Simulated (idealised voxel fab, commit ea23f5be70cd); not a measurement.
voxel self aligned vias: a process module
It is cross-section cut that appears here, measuring 290 nm in width, its square cells being 5 nm in size.
A cross-section in this document is a grid of square cells, and it is written down as bands, the top band listed before the ones below it; a band is made up of one or more rows of cells. In this notation a band is specified by the heights of its top and bottom, in that order and in nm, after which its materials appear from left to right, each paired with its width in nm. The word "edge to edge" attached to a single material means that material fills the band from edge to edge; the word "empty" stands for empty space. Ref level 0: as-received wafer is one material below here. Bottom band extends down with no lower bound ("from 0 down"). The notation "30->40" denotes a width that varies across the rows of cells in the band, beginning at the first number in the top row, finishing at the second number in the bottom row, and changing by an identical amount from each row to the next. "nothing was modified" for a step: no cell of the cross-section changed in that step. Reported under the label "Cavities, closed" are the empty spaces having no open way to the top and comprising 8 cells or more; the notation for each is width x height at distance, in which the distance is measured from the left edge and all three values are in nm. Where a step's line continues beyond its settings, the continuation is a remark by the simulator itself on that step. overlay nm: where the mask lay relative to plan, measured to the right, on steps with a mask; negatives go left.

### List of planned process steps
1) RECEIVE with material Si
2) CONFORMAL_DEP with material SiO2, thk nm 15
3) CONFORMAL_DEP with material SiCN, thk nm 5
4) DIRECTIONAL_DEP with material lowk, thk nm 20
5) DIRECTIONAL_DEP with material aC, thk nm 15
6) PATTERN with tone open, mask id LINES, material resist, width nm 30, pitch nm 75, thk nm 35, overlay nm 0
7) DIRECTIONAL_ETCH with etch materials aC, depth nm 15
8) STRIP with etch materials resist
9) DIRECTIONAL_ETCH with etch materials lowk, depth nm 20
10) STRIP with etch materials aC
11) CONFORMAL_DEP with material TiN, thk nm 5
12) FILL_DEP with material W, thk nm 5
13) CMP with height nm 40
14) SELECTIVE_ETCH with etch materials W Ru TiN, depth nm 10
15) FILL_DEP with material SiN, thk nm 5
16) CMP with height nm 40
17) DIRECTIONAL_DEP with material lowk, thk nm 15
18) MASKED_ETCH with tone open, mask id VIAS, width nm 50, pitch nm 75, etch materials lowk, depth nm 15, overlay nm 0
19) MASKED_ETCH with tone open, mask id VIAS, width nm 50, pitch nm 75, etch materials SiN, depth nm 10, overlay nm 0
20) CONFORMAL_DEP with material TiN, thk nm 5
21) FILL_DEP with material Ru, thk nm 10
22) CMP with height nm 55
23) CONFORMAL_DEP with material SiCN, thk nm 5

### Wafer as received: cross-section following step 1
> from 0 down = Si edge to edge
> Cavities, closed: none

### Wafer at module end, in section. Began as above, planned as above, run with one mistake
> from 60 to 55 = SiCN edge to edge
> from 55 to 45 = lowk: 45 | TiN: 5 | Ru: 45 | TiN: 5 | lowk: 20 | TiN: 5 | Ru: 45 | TiN: 5 | lowk: 20 | TiN: 5 | Ru: 45 | TiN: 5 | lowk: 40
> from 45 to 35 = lowk: 45->55 | TiN: 15->5 | Ru: 20 | TiN: 20->5 | lowk: 20->45 | TiN: 15->5 | Ru: 20 | TiN: 20->5 | lowk: 20->45 | TiN: 15->5 | Ru: 20 | TiN: 20->5 | lowk: 40->55
> from 35 to 30 = lowk: 55 | TiN: 30 | lowk: 45 | TiN: 30 | lowk: 45 | TiN: 30 | lowk: 55
> from 30 to 25 = lowk: 55 | TiN: 5 | W: 20 | TiN: 5 | lowk: 45 | TiN: 5 | W: 20 | TiN: 5 | lowk: 45 | TiN: 5 | W: 20 | TiN: 5 | lowk: 55
> from 25 to 20 = lowk: 55 | TiN: 30 | lowk: 45 | TiN: 30 | lowk: 45 | TiN: 30 | lowk: 55
> from 20 to 15 = SiCN edge to edge
> from 15 to 0 = SiO2 edge to edge
> from 0 down = Si edge to edge
> Cavities, closed: none
Deviation from plan: step 18 ran differently from the plan; actual operation with settings: MASKED_ETCH with tone open, mask id VIAS, width nm 55, pitch nm 75, etch materials lowk, depth nm 15, overlay nm 0
